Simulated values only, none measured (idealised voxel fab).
Herein follows the process module entitled voxel plated lines.
Cross-sectional view cut (width: 270 nm; square cell size: 5 nm).
If you're reading a cross-section in this doc, picture square cells in a grid; it comes to you as bands, top ones listed first down to the bottom, and a band can be one or more rows of cells. The band entry comprises the height of the band's top followed by the height of its bottom, expressed in nm, and subsequently the band's materials from left to right, each stated together with its width in nm. Where a single material is marked with the word "edge to edge", that material fills the band from edge to edge. The word "empty" represents empty space. Height 0 is the level under which the wafer as received is all one material. The lowest band goes on downwards, as in "0 and below". Top row gets the first number, bottom row gets the second, and each row in between changes by the same step: that is how a band width like "30..40" works. Where a step carries "everything unchanged", the cross-section came out of it unchanged, cell for cell. The label "Enclosed cavities" introduces a list of the empty spaces, 8 cells or larger, that have no open way up to the top; each entry in it reads width x height at distance, where the distance is taken from the left edge and all three are stated in nm. On a step's line, text after the settings is the simulator commenting on that step. overlay nm: step with mask; distance mask lay right of planned place; negative value = left of planned place. Reading guide: pairs of cross-sections, before and after one process step; after view cut off at lowest changed band; step and settings listed under each pair. Pairs may stem from different runs of this module on the same starting wafer; continuity with the pair above only where the "State before" entry states it.
## State before
* 0 and below | Si edge to edge
* Enclosed cavities: none
## Cross-Section After Step
* 10 down to 0 | SiO2 edge to edge
* Note: structure below 0 unchanged.
* Enclosed cavities: none
The transition between the preceding cross-sections is accomplished by CONFORMAL_DEP [material SiO2] [thk nm 10]
State before: the wafer arrives at this step looking as the after cross-section in the pair just above shows it.
## Cross-Section After Step
* 15 down to 10 | TiN edge to edge
* Note: structure below 10 unchanged.
* Enclosed cavities: none
The transition between the preceding cross-sections is accomplished by DIRECTIONAL_DEP [material TiN] [thk nm 5]
State before: the wafer arrives at this step looking as the after cross-section in the pair just above shows it.
## Cross-Section After Step
* 35 down to 15 | 80 resist  25 empty  15 resist  25 empty  15 resist  25 empty  85 resist
* Note: structure below 15 unchanged.
* Enclosed cavities: none
The transition between the preceding cross-sections is accomplished by PATTERN [tone open] [mask id LINES] [material resist] [width nm 25] [pitch nm 40] [thk nm 20] [overlay nm 0]
State before: the wafer arrives at this step looking as the after cross-section in the pair just above shows it.
## Cross-Section After Step
* 35 down to 20 | 80 resist  25 empty  15 resist  25 empty  15 resist  25 empty  85 resist
* 20 down to 15 | 80 resist  25 Ru  15 resist  25 Ru  15 resist  25 Ru  85 resist
* Note: structure below 15 unchanged.
* Enclosed cavities: none
The transition between the preceding cross-sections is accomplished by EPI [material Ru] [thk nm 5]
State before: the wafer arrives at this step looking as the after cross-section in the pair just above shows it.
## Cross-Section After Step
* 20 down to 15 | 80 empty  25 Ru  15 empty  25 Ru  15 empty  25 Ru  85 empty
* Note: structure below 15 unchanged.
* Enclosed cavities: none
The transition between the preceding cross-sections is accomplished by STRIP [etch materials resist]
State before: the wafer arrives at this step looking as the after cross-section in the pair just above shows it.
## Cross-Section After Step
* 20 down to 15 | 80 empty  25 Ru  15 empty  25 Ru  15 empty  25 Ru  85 empty
* 15 down to 10 | 80 empty  25 TiN  15 empty  25 TiN  15 empty  25 TiN  85 empty
* Note: structure below 10 unchanged.
* Enclosed cavities: none
The transition between the preceding cross-sections is accomplished by DIRECTIONAL_ETCH [etch materials TiN] [depth nm 5]
State before: the wafer arrives at this step looking as the after cross-section in the pair just above shows it.
## Cross-Section After Step
* 25 down to 20 | 75 empty  35 SiN  5 empty  35 SiN  5 empty  35 SiN  80 empty
* 20 down to 15 | 75 empty  5 SiN  25 Ru  5 SiN  5 empty  5 SiN  25 Ru  5 SiN  5 empty  5 SiN  25 Ru  5 SiN  80 empty
* 15 down to 10 | 80 SiN  25 TiN  15 SiN  25 TiN  15 SiN  25 TiN  85 SiN
* Note: structure below 10 unchanged.
* Enclosed cavities: none
The transition between the preceding cross-sections is accomplished by CONFORMAL_DEP [material SiN] [thk nm 5]
## State before
* 0 and below | Si edge to edge
* Enclosed cavities: none
## Cross-Section After Step
* 5 down to 0 | TiN edge to edge
* Note: structure below 0 unchanged.
* Enclosed cavities: none
The transition between the preceding cross-sections is accomplished by DIRECTIONAL_DEP [material TiN] [thk nm 5]
State before: the wafer arrives at this step looking as the after cross-section in the pair just above shows it.
## Cross-Section After Step
* 15 down to 5 | SiO2 edge to edge
* Note: structure below 5 unchanged.
* Enclosed cavities: none
The transition between the preceding cross-sections is accomplished by CONFORMAL_DEP [material SiO2] [thk nm 10]
State before: the wafer arrives at this step looking as the after cross-section in the pair just above shows it.
## Cross-Section After Step
* 35 down to 15 | 80 resist  25 empty  15 resist  25 empty  15 resist  25 empty  85 resist
* Note: structure below 15 unchanged.
* Enclosed cavities: none
The transition between the preceding cross-sections is accomplished by PATTERN [tone open] [mask id LINES] [material resist] [width nm 25] [pitch nm 40] [thk nm 20] [overlay nm 0]
State before: the wafer arrives at this step looking as the after cross-section in the pair just above shows it.
## Cross-Section After Step
* 15 down to 5 | SiO2 edge to edge
* Note: structure below 5 unchanged.
* Enclosed cavities: none
The transition between the preceding cross-sections is accomplished by STRIP [etch materials resist]
State before: the wafer arrives at this step looking as the after cross-section in the pair just above shows it.
## Cross-Section After Step
* 20 down to 15 | SiN edge to edge
* Note: structure below 15 unchanged.
* Enclosed cavities: none
The transition between the preceding cross-sections is accomplished by CONFORMAL_DEP [material SiN] [thk nm 5]
## State before
* 0 and below | Si edge to edge
* Enclosed cavities: none
## Cross-Section After Step
* 15 down to 0 | SiO2 edge to edge
* Note: structure below 0 unchanged.
* Enclosed cavities: none
The transition between the preceding cross-sections is accomplished by CONFORMAL_DEP [material SiO2] [thk nm 15]
State before: the wafer arrives at this step looking as the after cross-section in the pair just above shows it.
## Cross-Section After Step
* 20 down to 15 | TiN edge to edge
* Note: structure below 15 unchanged.
* Enclosed cavities: none
The transition between the preceding cross-sections is accomplished by DIRECTIONAL_DEP [material TiN] [thk nm 5]
State before: the wafer arrives at this step looking as the after cross-section in the pair just above shows it.
## Cross-Section After Step
* 40 down to 20 | 80 resist  25 empty  15 resist  25 empty  15 resist  25 empty  85 resist
* Note: structure below 20 unchanged.
* Enclosed cavities: none
The transition between the preceding cross-sections is accomplished by PATTERN [tone open] [mask id LINES] [material resist] [width nm 25] [pitch nm 40] [thk nm 20] [overlay nm 0]
State before: the wafer arrives at this step looking as the after cross-section in the pair just above shows it.
## Cross-Section After Step
* 40 down to 25 | 80 resist  25 empty  15 resist  25 empty  15 resist  25 empty  85 resist
* 25 down to 20 | 80 resist  25 Ru  15 resist  25 Ru  15 resist  25 Ru  85 resist
* Note: structure below 20 unchanged.
* Enclosed cavities: none
The transition between the preceding cross-sections is accomplished by EPI [material Ru] [thk nm 5]
State before: the wafer arrives at this step looking as the after cross-section in the pair just above shows it.
## Cross-Section After Step
* 25 down to 20 | 80 empty  25 Ru  15 empty  25 Ru  15 empty  25 Ru  85 empty
* Note: structure below 20 unchanged.
* Enclosed cavities: none
The transition between the preceding cross-sections is accomplished by STRIP [etch materials resist]
State before: the wafer arrives at this step looking as the after cross-section in the pair just above shows it.
## Cross-Section After Step
* 25 down to 20 | 80 empty  25 Ru  15 empty  25 Ru  15 empty  25 Ru  85 empty
* 20 down to 15 | 80 empty  25 TiN  15 empty  25 TiN  15 empty  25 TiN  85 empty
* Note: structure below 15 unchanged.
* Enclosed cavities: none
The transition between the preceding cross-sections is accomplished by DIRECTIONAL_ETCH [etch materials TiN] [depth nm 5]
State before: the wafer arrives at this step looking as the after cross-section in the pair just above shows it.
## Cross-Section After Step
* 30 down to 25 | 75 empty  35 SiN  5 empty  35 SiN  5 empty  35 SiN  80 empty
* 25 down to 20 | 75 empty  5 SiN  25 Ru  5 SiN  5 empty  5 SiN  25 Ru  5 SiN  5 empty  5 SiN  25 Ru  5 SiN  80 empty
* 20 down to 15 | 80 SiN  25 TiN  15 SiN  25 TiN  15 SiN  25 TiN  85 SiN
* Note: structure below 15 unchanged.
* Enclosed cavities: none
The transition between the preceding cross-sections is accomplished by CONFORMAL_DEP [material SiN] [thk nm 5]
## State before
* 15 down to 10 | TiN edge to edge
* 10 down to 0 | SiO2 edge to edge
* 0 and below | Si edge to edge
* Enclosed cavities: none
## Cross-Section After Step
* 35 down to 15 | 85 resist  15 empty  25 resist  15 empty  25 resist  15 empty  90 resist
* Note: structure below 15 unchanged.
* Enclosed cavities: none
The transition between the preceding cross-sections is accomplished by PATTERN [tone open] [mask id LINES] [material resist] [width nm 15] [pitch nm 40] [thk nm 20] [overlay nm 0]
State before: the wafer arrives at this step looking as the after cross-section in the pair just above shows it.
## Cross-Section After Step
* 35 down to 20 | 85 resist  15 empty  25 resist  15 empty  25 resist  15 empty  90 resist
* 20 down to 15 | 85 resist  15 Ru  25 resist  15 Ru  25 resist  15 Ru  90 resist
* Note: structure below 15 unchanged.
* Enclosed cavities: none
The transition between the preceding cross-sections is accomplished by EPI [material Ru] [thk nm 5]
State before: the wafer arrives at this step looking as the after cross-section in the pair just above shows it.
## Cross-Section After Step
* 20 down to 15 | 85 empty  15 Ru  25 empty  15 Ru  25 empty  15 Ru  90 empty
* Note: structure below 15 unchanged.
* Enclosed cavities: none
The transition between the preceding cross-sections is accomplished by STRIP [etch materials resist]
State before: the wafer arrives at this step looking as the after cross-section in the pair just above shows it.
## Cross-Section After Step
* 20 down to 15 | 85 empty  15 Ru  25 empty  15 Ru  25 empty  15 Ru  90 empty
* 15 down to 10 | 85 empty  15 TiN  25 empty  15 TiN  25 empty  15 TiN  90 empty
* Note: structure below 10 unchanged.
* Enclosed cavities: none
The transition between the preceding cross-sections is accomplished by DIRECTIONAL_ETCH [etch materials TiN] [depth nm 5]
State before: the wafer arrives at this step looking as the after cross-section in the pair just above shows it.
## Cross-Section After Step
* 25 down to 20 | 80 empty  25 SiN  15 empty  25 SiN  15 empty  25 SiN  85 empty
* 20 down to 15 | 80 empty  5 SiN  15 Ru  5 SiN  15 empty  5 SiN  15 Ru  5 SiN  15 empty  5 SiN  15 Ru  5 SiN  85 empty
* 15 down to 10 | 85 SiN  15 TiN  25 SiN  15 TiN  25 SiN  15 TiN  90 SiN
* Note: structure below 10 unchanged.
* Enclosed cavities: none
The transition between the preceding cross-sections is accomplished by CONFORMAL_DEP [material SiN] [thk nm 5]
## State before
* 15 down to 10 | TiN edge to edge
* 10 down to 0 | SiO2 edge to edge
* 0 and below | Si edge to edge
* Enclosed cavities: none
## Cross-Section After Step
* 35 down to 15 | 85 resist  25 empty  15 resist  25 empty  15 resist  25 empty  80 resist
* Note: structure below 15 unchanged.
* Enclosed cavities: none
The transition between the preceding cross-sections is accomplished by PATTERN [tone open] [mask id LINES] [material resist] [width nm 25] [pitch nm 40] [thk nm 20] [overlay nm 5]
State before: the wafer arrives at this step looking as the after cross-section in the pair just above shows it.
## Cross-Section After Step
* 35 down to 20 | 85 resist  25 empty  15 resist  25 empty  15 resist  25 empty  80 resist
* 20 down to 15 | 85 resist  25 Ru  15 resist  25 Ru  15 resist  25 Ru  80 resist
* Note: structure below 15 unchanged.
* Enclosed cavities: none
The transition between the preceding cross-sections is accomplished by EPI [material Ru] [thk nm 5]
State before: the wafer arrives at this step looking as the after cross-section in the pair just above shows it.
## Cross-Section After Step
* 20 down to 15 | 85 empty  25 Ru  15 empty  25 Ru  15 empty  25 Ru  80 empty
* Note: structure below 15 unchanged.
* Enclosed cavities: none
The transition between the preceding cross-sections is accomplished by STRIP [etch materials resist]
State before: the wafer arrives at this step looking as the after cross-section in the pair just above shows it.
## Cross-Section After Step
* 20 down to 15 | 85 empty  25 Ru  15 empty  25 Ru  15 empty  25 Ru  80 empty
* 15 down to 10 | 85 empty  25 TiN  15 empty  25 TiN  15 empty  25 TiN  80 empty
* Note: structure below 10 unchanged.
* Enclosed cavities: none
The transition between the preceding cross-sections is accomplished by DIRECTIONAL_ETCH [etch materials TiN] [depth nm 5]
State before: the wafer arrives at this step looking as the after cross-section in the pair just above shows it.
## Cross-Section After Step
* 25 down to 20 | 80 empty  35 SiN  5 empty  35 SiN  5 empty  35 SiN  75 empty
* 20 down to 15 | 80 empty  5 SiN  25 Ru  5 SiN  5 empty  5 SiN  25 Ru  5 SiN  5 empty  5 SiN  25 Ru  5 SiN  75 empty
* 15 down to 10 | 85 SiN  25 TiN  15 SiN  25 TiN  15 SiN  25 TiN  80 SiN
* Note: structure below 10 unchanged.
* Enclosed cavities: none
The transition between the preceding cross-sections is accomplished by CONFORMAL_DEP [material SiN] [thk nm 5]
## State before
* 20 down to 15 | 80 empty  25 Ru  15 empty  25 Ru  15 empty  25 Ru  85 empty
* 15 down to 10 | 80 empty  25 TiN  15 empty  25 TiN  15 empty  25 TiN  85 empty
* 10 down to 0 | SiO2 edge to edge
* 0 and below | Si edge to edge
* Enclosed cavities: none
## Cross-Section After Step
* 25 down to 15 | 75 empty  35 Ru  5 empty  35 Ru  5 empty  35 Ru  80 empty
* 15 down to 10 | 80 Ru  25 TiN  15 Ru  25 TiN  15 Ru  25 TiN  85 Ru
* Note: structure below 10 unchanged.
* Enclosed cavities: none
The transition between the preceding cross-sections is accomplished by CONFORMAL_DEP [material Ru] [thk nm 5]
## State before
* 15 down to 10 | TiN edge to edge
* 10 down to 0 | SiO2 edge to edge
* 0 and below | Si edge to edge
* Enclosed cavities: none
## Cross-Section After Step
* 35 down to 15 | 80 empty  25 resist  15 empty  25 resist  15 empty  25 resist  85 empty
* Note: structure below 15 unchanged.
* Enclosed cavities: none
The transition between the preceding cross-sections is accomplished by PATTERN [tone cover] [mask id LINES] [material resist] [width nm 25] [pitch nm 40] [thk nm 20] [overlay nm 0]
State before: the wafer arrives at this step looking as the after cross-section in the pair just above shows it.
## Cross-Section After Step
* 35 down to 20 | 80 empty  25 resist  15 empty  25 resist  15 empty  25 resist  85 empty
* 20 down to 15 | 80 Ru  25 resist  15 Ru  25 resist  15 Ru  25 resist  85 Ru
* Note: structure below 15 unchanged.
* Enclosed cavities: none
The transition between the preceding cross-sections is accomplished by EPI [material Ru] [thk nm 5]
State before: the wafer arrives at this step looking as the after cross-section in the pair just above shows it.
## Cross-Section After Step
* 20 down to 15 | 80 Ru  25 empty  15 Ru  25 empty  15 Ru  25 empty  85 Ru
* Note: structure below 15 unchanged.
* Enclosed cavities: none
The transition between the preceding cross-sections is accomplished by STRIP [etch materials resist]
State before: the wafer arrives at this step looking as the after cross-section in the pair just above shows it.
## Cross-Section After Step
* 20 down to 15 | 80 Ru  25 empty  15 Ru  25 empty  15 Ru  25 empty  85 Ru
* 15 down to 10 | 80 TiN  25 empty  15 TiN  25 empty  15 TiN  25 empty  85 TiN
* Note: structure below 10 unchanged.
* Enclosed cavities: none
The transition between the preceding cross-sections is accomplished by DIRECTIONAL_ETCH [etch materials TiN] [depth nm 5]
State before: the wafer arrives at this step looking as the after cross-section in the pair just above shows it.
## Cross-Section After Step
* 25 down to 20 | 85 SiN  15 empty  25 SiN  15 empty  25 SiN  15 empty  90 SiN
* 20 down to 15 | 80 Ru  5 SiN  15 empty  5 SiN  15 Ru  5 SiN  15 empty  5 SiN  15 Ru  5 SiN  15 empty  5 SiN  85 Ru
* 15 down to 10 | 80 TiN  25 SiN  15 TiN  25 SiN  15 TiN  25 SiN  85 TiN
* Note: structure below 10 unchanged.
* Enclosed cavities: none
The transition between the preceding cross-sections is accomplished by CONFORMAL_DEP [material SiN] [thk nm 5]
